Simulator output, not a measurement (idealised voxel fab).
Presented below is a process module, voxel self aligned contacts.
Xsec cut, 300 nm wide, square cell size 5 nm.
Cross-section, as written here: a square-cell grid given band by band from the top down, where a band holds one or more rows of cells.
This entry defines a band. It first specifies the height of the band's top and the height of its bottom in nm, and then specifies the band's materials from left to right, stating each material with its width in nm. The word "everywhere" identifies a single material that fills the band from edge to edge, while the word "blank" identifies empty space.
Heights are measured from 0, the level below which the as-received wafer is all one material; the lowest band has no bottom and continues downward, written as in "top 0, no bottom".
So if you see something like "30->40" for the width, read it as the top row of the band sitting at the first number and the bottom row at the second, with every row in between moving by the same amount as the last.
What does "no alterations made" mean for a step? It means no cell of the cross-section changed in that step.
Closed-off voids of 8+ cells (no open route to the top) go in "closed voids", written width x height at distance from the left edge, in nm.
Note: text after step settings on the step line = simulator remark on that step.
The optional step-line setting "overlay nm" applies to steps with a mask and quantifies how far to the right of its planned location the mask lay, a negative value indicating leftward placement.

### Here's what the planned process steps look like
1) RECEIVE: material Si
2) OXIDIZE: depth nm 5
3) DIRECTIONAL_DEP: material polySi, thk nm 25
4) DIRECTIONAL_DEP: material SiN, thk nm 25
5) PATTERN: tone cover, mask id GATE, material resist, width nm 25, pitch nm 65, thk nm 15, overlay nm 0
6) DIRECTIONAL_ETCH: etch materials SiN, depth nm 25
7) DIRECTIONAL_ETCH: etch materials polySi, depth nm 25
8) STRIP: etch materials resist
9) CONFORMAL_DEP: material SiN, thk nm 10
10) DIRECTIONAL_ETCH: etch materials SiN, depth nm 10
11) FILL_DEP: material SiO2, thk nm 15
12) CMP: height nm 60
13) MASKED_ETCH: tone open, mask id CONTACT, width nm 50, etch materials SiO2, depth nm 65, overlay nm 0
14) CONFORMAL_DEP: material TiN, thk nm 5
15) FILL_DEP: material Ru, thk nm 5
16) CMP: height nm 60
17) CONFORMAL_DEP: material SiCN, thk nm 5

### The first of a set of two wafers, run to plan

### Here's what the wafer looked like in cross-section when it arrived - that's after step 1
	top 0, no bottom = Si everywhere
	closed voids: none

### Wafer xsec, post step 2
	top 0, bottom -5 = SiO2 everywhere
	Everything under -5 stays put, no change at all.

### Wafer xsec, post step 3
	top 25, bottom 0 = polySi everywhere
	Everything under 0 stays put, no change at all.

### Wafer xsec, post step 4
	top 50, bottom 25 = SiN everywhere
	Everything under 25 stays put, no change at all.

### Wafer xsec, post step 5
	top 65, bottom 50 = blank 105 nm, resist 25 nm, blank 40 nm, resist 25 nm, blank 105 nm
	Everything under 50 stays put, no change at all.

### Wafer xsec, post step 6
	top 65, bottom 50 = blank 105 nm, resist 25 nm, blank 40 nm, resist 25 nm, blank 105 nm
	top 50, bottom 25 = blank 105 nm, SiN 25 nm, blank 40 nm, SiN 25 nm, blank 105 nm
	Everything under 25 stays put, no change at all.

### Wafer xsec, post step 7
	top 65, bottom 50 = blank 105 nm, resist 25 nm, blank 40 nm, resist 25 nm, blank 105 nm
	top 50, bottom 25 = blank 105 nm, SiN 25 nm, blank 40 nm, SiN 25 nm, blank 105 nm
	top 25, bottom 0 = blank 105 nm, polySi 25 nm, blank 40 nm, polySi 25 nm, blank 105 nm
	Everything under 0 stays put, no change at all.

### Wafer xsec, post step 8
	top 50, bottom 25 = blank 105 nm, SiN 25 nm, blank 40 nm, SiN 25 nm, blank 105 nm
	Everything under 25 stays put, no change at all.

### Wafer xsec, post step 9
	top 60, bottom 25 = blank 95 nm, SiN 45 nm, blank 20 nm, SiN 45 nm, blank 95 nm
	top 25, bottom 10 = blank 95 nm, SiN 10 nm, polySi 25 nm, SiN 10 nm, blank 20 nm, SiN 10 nm, polySi 25 nm, SiN 10 nm, blank 95 nm
	top 10, bottom 0 = SiN 105 nm, polySi 25 nm, SiN 40 nm, polySi 25 nm, SiN 105 nm
	Everything under 0 stays put, no change at all.

### Wafer xsec, post step 10
	top 50, bottom 25 = blank 95 nm, SiN 45 nm, blank 20 nm, SiN 45 nm, blank 95 nm
	top 25, bottom 0 = blank 95 nm, SiN 10 nm, polySi 25 nm, SiN 10 nm, blank 20 nm, SiN 10 nm, polySi 25 nm, SiN 10 nm, blank 95 nm
	Everything under 0 stays put, no change at all.

### Wafer xsec, post step 11
	top 65, bottom 50 = SiO2 everywhere
	top 50, bottom 25 = SiO2 95 nm, SiN 45 nm, SiO2 20 nm, SiN 45 nm, SiO2 95 nm
	top 25, bottom 0 = SiO2 95 nm, SiN 10 nm, polySi 25 nm, SiN 10 nm, SiO2 20 nm, SiN 10 nm, polySi 25 nm, SiN 10 nm, SiO2 95 nm
	Everything under 0 stays put, no change at all.

### Wafer xsec, post step 12
	top 60, bottom 50 = SiO2 everywhere
	Everything under 50 stays put, no change at all.

### Wafer xsec, post step 13
	top 60, bottom 50 = SiO2 125 nm, blank 50 nm, SiO2 125 nm
	top 50, bottom 25 = SiO2 95 nm, SiN 45 nm, blank 20 nm, SiN 45 nm, SiO2 95 nm
	top 25, bottom 0 = SiO2 95 nm, SiN 10 nm, polySi 25 nm, SiN 10 nm, blank 20 nm, SiN 10 nm, polySi 25 nm, SiN 10 nm, SiO2 95 nm
	top 0, bottom -5 = SiO2 140 nm, blank 20 nm, SiO2 140 nm
	Everything under -5 stays put, no change at all.

### Wafer xsec, post step 14
	top 65, bottom 60 = TiN 130 nm, blank 40 nm, TiN 130 nm
	top 60, bottom 50 = SiO2 125 nm, TiN 5->20 nm, blank 40->10 nm, TiN 5->20 nm, SiO2 125 nm
	top 50, bottom 25 = SiO2 95 nm, SiN 45 nm, TiN 5 nm, blank 10 nm, TiN 5 nm, SiN 45 nm, SiO2 95 nm
	top 25, bottom 0 = SiO2 95 nm, SiN 10 nm, polySi 25 nm, SiN 10 nm, TiN 5 nm, blank 10 nm, TiN 5 nm, SiN 10 nm, polySi 25 nm, SiN 10 nm, SiO2 95 nm
	top 0, bottom -5 = SiO2 140 nm, TiN 20 nm, SiO2 140 nm
	Everything under -5 stays put, no change at all.

### Wafer xsec, post step 15
	top 70, bottom 65 = Ru everywhere
	top 65, bottom 60 = TiN 130 nm, Ru 40 nm, TiN 130 nm
	top 60, bottom 50 = SiO2 125 nm, TiN 5->20 nm, Ru 40->10 nm, TiN 5->20 nm, SiO2 125 nm
	top 50, bottom 25 = SiO2 95 nm, SiN 45 nm, TiN 5 nm, Ru 10 nm, TiN 5 nm, SiN 45 nm, SiO2 95 nm
	top 25, bottom 0 = SiO2 95 nm, SiN 10 nm, polySi 25 nm, SiN 10 nm, TiN 5 nm, Ru 10 nm, TiN 5 nm, SiN 10 nm, polySi 25 nm, SiN 10 nm, SiO2 95 nm
	Everything under 0 stays put, no change at all.

### Wafer xsec, post step 16
	top 60, bottom 50 = SiO2 125 nm, TiN 5->20 nm, Ru 40->10 nm, TiN 5->20 nm, SiO2 125 nm
	Everything under 50 stays put, no change at all.

### Wafer xsec, post step 17
	top 65, bottom 60 = SiCN everywhere
	Everything under 60 stays put, no change at all.

### Regarding the second of the two wafers: it shared the first wafer's starting condition and process plan, yet one error occurred during its execution. Its history coincides with that of the first wafer up to and including step 1

### The second wafer cut through, at the time step 2 was supposed to be finished
	top 25, bottom 0 = polySi everywhere
	Everything under 0 stays put, no change at all.

### The second wafer cut through, at the time step 3 was supposed to be finished
	top 25, bottom 20 = SiO2 everywhere
	Everything under 20 stays put, no change at all.

### The second wafer cut through, at the time step 4 was supposed to be finished
	top 50, bottom 25 = SiN everywhere
	Everything under 25 stays put, no change at all.

### The second wafer cut through, at the time step 5 was supposed to be finished
	top 65, bottom 50 = blank 105 nm, resist 25 nm, blank 40 nm, resist 25 nm, blank 105 nm
	Everything under 50 stays put, no change at all.

### The second wafer cut through, at the time step 6 was supposed to be finished
	top 65, bottom 50 = blank 105 nm, resist 25 nm, blank 40 nm, resist 25 nm, blank 105 nm
	top 50, bottom 25 = blank 105 nm, SiN 25 nm, blank 40 nm, SiN 25 nm, blank 105 nm
	Everything under 25 stays put, no change at all.

The second wafer cut through, at the time step 7 was supposed to be finished: no alterations made

### The second wafer cut through, at the time step 8 was supposed to be finished
	top 50, bottom 25 = blank 105 nm, SiN 25 nm, blank 40 nm, SiN 25 nm, blank 105 nm
	Everything under 25 stays put, no change at all.

### The second wafer cut through, at the time step 9 was supposed to be finished
	top 60, bottom 35 = blank 95 nm, SiN 45 nm, blank 20 nm, SiN 45 nm, blank 95 nm
	top 35, bottom 25 = SiN everywhere
	Everything under 25 stays put, no change at all.

### The second wafer cut through, at the time step 10 was supposed to be finished
	top 50, bottom 25 = blank 95 nm, SiN 45 nm, blank 20 nm, SiN 45 nm, blank 95 nm
	Everything under 25 stays put, no change at all.

### The second wafer cut through, at the time step 11 was supposed to be finished
	top 65, bottom 50 = SiO2 everywhere
	top 50, bottom 25 = SiO2 95 nm, SiN 45 nm, SiO2 20 nm, SiN 45 nm, SiO2 95 nm
	Everything under 25 stays put, no change at all.

### The second wafer cut through, at the time step 12 was supposed to be finished
	top 60, bottom 50 = SiO2 everywhere
	Everything under 50 stays put, no change at all.

### The second wafer cut through, at the time step 13 was supposed to be finished
	top 60, bottom 50 = SiO2 125 nm, blank 50 nm, SiO2 125 nm
	top 50, bottom 25 = SiO2 95 nm, SiN 45 nm, blank 20 nm, SiN 45 nm, SiO2 95 nm
	top 25, bottom 20 = SiO2 140 nm, blank 20 nm, SiO2 140 nm
	Everything under 20 stays put, no change at all.

### The second wafer cut through, at the time step 14 was supposed to be finished
	top 65, bottom 60 = TiN 130 nm, blank 40 nm, TiN 130 nm
	top 60, bottom 50 = SiO2 125 nm, TiN 5->20 nm, blank 40->10 nm, TiN 5->20 nm, SiO2 125 nm
	top 50, bottom 25 = SiO2 95 nm, SiN 45 nm, TiN 5 nm, blank 10 nm, TiN 5 nm, SiN 45 nm, SiO2 95 nm
	top 25, bottom 20 = SiO2 140 nm, TiN 20 nm, SiO2 140 nm
	Everything under 20 stays put, no change at all.

### The second wafer cut through, at the time step 15 was supposed to be finished
	top 70, bottom 65 = Ru everywhere
	top 65, bottom 60 = TiN 130 nm, Ru 40 nm, TiN 130 nm
	top 60, bottom 50 = SiO2 125 nm, TiN 5->20 nm, Ru 40->10 nm, TiN 5->20 nm, SiO2 125 nm
	top 50, bottom 25 = SiO2 95 nm, SiN 45 nm, TiN 5 nm, Ru 10 nm, TiN 5 nm, SiN 45 nm, SiO2 95 nm
	Everything under 25 stays put, no change at all.

### The second wafer cut through, at the time step 16 was supposed to be finished
	top 60, bottom 50 = SiO2 125 nm, TiN 5->20 nm, Ru 40->10 nm, TiN 5->20 nm, SiO2 125 nm
	Everything under 50 stays put, no change at all.

### The second wafer cut through, at the time step 17 was supposed to be finished
	top 65, bottom 60 = SiCN everywhere
	Everything under 60 stays put, no change at all.
Deviation noted in wafer processing: plan vs actual: 2 and 3 interchanged
At the finish, the second wafer shows more or fewer cells for some materials than the first does: Ru -10, Si +60, SiN -40, SiO2 -190, TiN -10, polySi +190
